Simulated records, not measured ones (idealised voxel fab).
A process module follows: voxel self aligned vias.
The cross-section on display is named cut; it measures 225 nm wide, and its cells are 5 nm squares.
Reading order for cross-sections: top band down to bottom band. Underlying form: a grid of square cells. Band size: one or more rows of cells.
Top, bottom (nm), then materials left to right with widths (nm); lone material tagged "everywhere" fills the whole band edge to edge; "empty" = empty space.
Heights are expressed relative to 0, this being the level below which the as-received wafer comprises one material exclusively. The lowest band is unbounded in the downward direction and is denoted as in "0 nm and below".
When a width is written as two numbers, as in "30->40", the first number is the width in the top row of cells of the band and the second is the width in its bottom row, and the width changes by the same amount from each row to the next.
You'll sometimes find "no change" written for a step, and that's the way of saying that nowhere in the cross-section did a cell change during that step.
For the entry "Enclosed void inventory", the listed items are empty spaces with no open way to the top whose size is 8 cells or more; each item follows the pattern width x height at distance, where distance is from the left edge and all three are in nm.
Note: text after step settings on the step line = simulator remark on that step.
Each step line may optionally specify "overlay nm", which for a step with a mask gives the rightward distance between the mask's planned place and where it lay, a negative value indicating the leftward direction.
THIS SECTION LISTS THE PROCESS STEPS THAT WERE PLANNED
1,RECEIVE with material Si
2,CONFORMAL_DEP with material SiO2, thk nm 15
3,CONFORMAL_DEP with material SiCN, thk nm 5
4,DIRECTIONAL_DEP with material SiO2, thk nm 30
5,DIRECTIONAL_DEP with material aC, thk nm 15
6,PATTERN with tone open, mask id LINES, material resist, width nm 20, pitch nm 55, thk nm 30, overlay nm 0
7,DIRECTIONAL_ETCH with etch materials aC, depth nm 15
8,STRIP with etch materials resist
9,DIRECTIONAL_ETCH with etch materials SiO2, depth nm 30
10,STRIP with etch materials aC
11,CONFORMAL_DEP with material TiN, thk nm 5
12,FILL_DEP with material Ru, thk nm 5
13,CMP with height nm 50
14,SELECTIVE_ETCH with etch materials W Ru TiN, depth nm 5
15,FILL_DEP with material SiN, thk nm 10
16,CMP with height nm 50
17,DIRECTIONAL_DEP with material SiO2, thk nm 15
18,PATTERN with tone open, mask id VIAS, material resist, width nm 40, pitch nm 55, thk nm 15, overlay nm 0
19,DIRECTIONAL_ETCH with etch materials SiO2, depth nm 15
20,DIRECTIONAL_ETCH with etch materials SiN, depth nm 5
21,STRIP with etch materials resist
22,CONFORMAL_DEP with material TiN, thk nm 5
23,FILL_DEP with material Cu, thk nm 5
24,CMP with height nm 65
25,CONFORMAL_DEP with material SiN, thk nm 5
THIS IS THE CROSS-SECTION OF THE WAFER AS WE RECEIVED IT, I.E. AFTER STEP 1
> 0 nm and below: Si everywhere
> Enclosed void inventory: none
POST-MODULE CROSS-SECTION: IDENTICAL START AND PLAN TO THOSE ABOVE, ONE MISSTEP IN EXECUTION
> 70 nm to 65 nm: SiN everywhere
> 65 nm to 55 nm: 70 nm SiO2; 5 nm TiN; 25 nm Cu; 5 nm TiN; 20 nm SiO2; 5 nm TiN; 25 nm Cu; 5 nm TiN; 65 nm SiO2
> 55 nm to 50 nm: 70 nm SiO2; 10 nm TiN; 10 nm Cu; 15 nm TiN; 20 nm SiO2; 10 nm TiN; 10 nm Cu; 15 nm TiN; 65 nm SiO2
> 50 nm to 45 nm: 75 nm SiO2; 20 nm TiN; 35 nm SiO2; 20 nm TiN; 75 nm SiO2
> 45 nm to 25 nm: 75 nm SiO2; 5 nm TiN; 10 nm Ru; 5 nm TiN; 35 nm SiO2; 5 nm TiN; 10 nm Ru; 5 nm TiN; 75 nm SiO2
> 25 nm to 20 nm: 75 nm SiO2; 20 nm TiN; 35 nm SiO2; 20 nm TiN; 75 nm SiO2
> 20 nm to 15 nm: SiCN everywhere
> 15 nm to 0 nm: SiO2 everywhere
> 0 nm and below: Si everywhere
> Enclosed void inventory: none
Which mistake was made when the wafer was run? note that step 18 departed from the planned setting and was carried out as PATTERN with tone open, mask id VIAS, material resist, width nm 35, pitch nm 55, thk nm 15, overlay nm 0
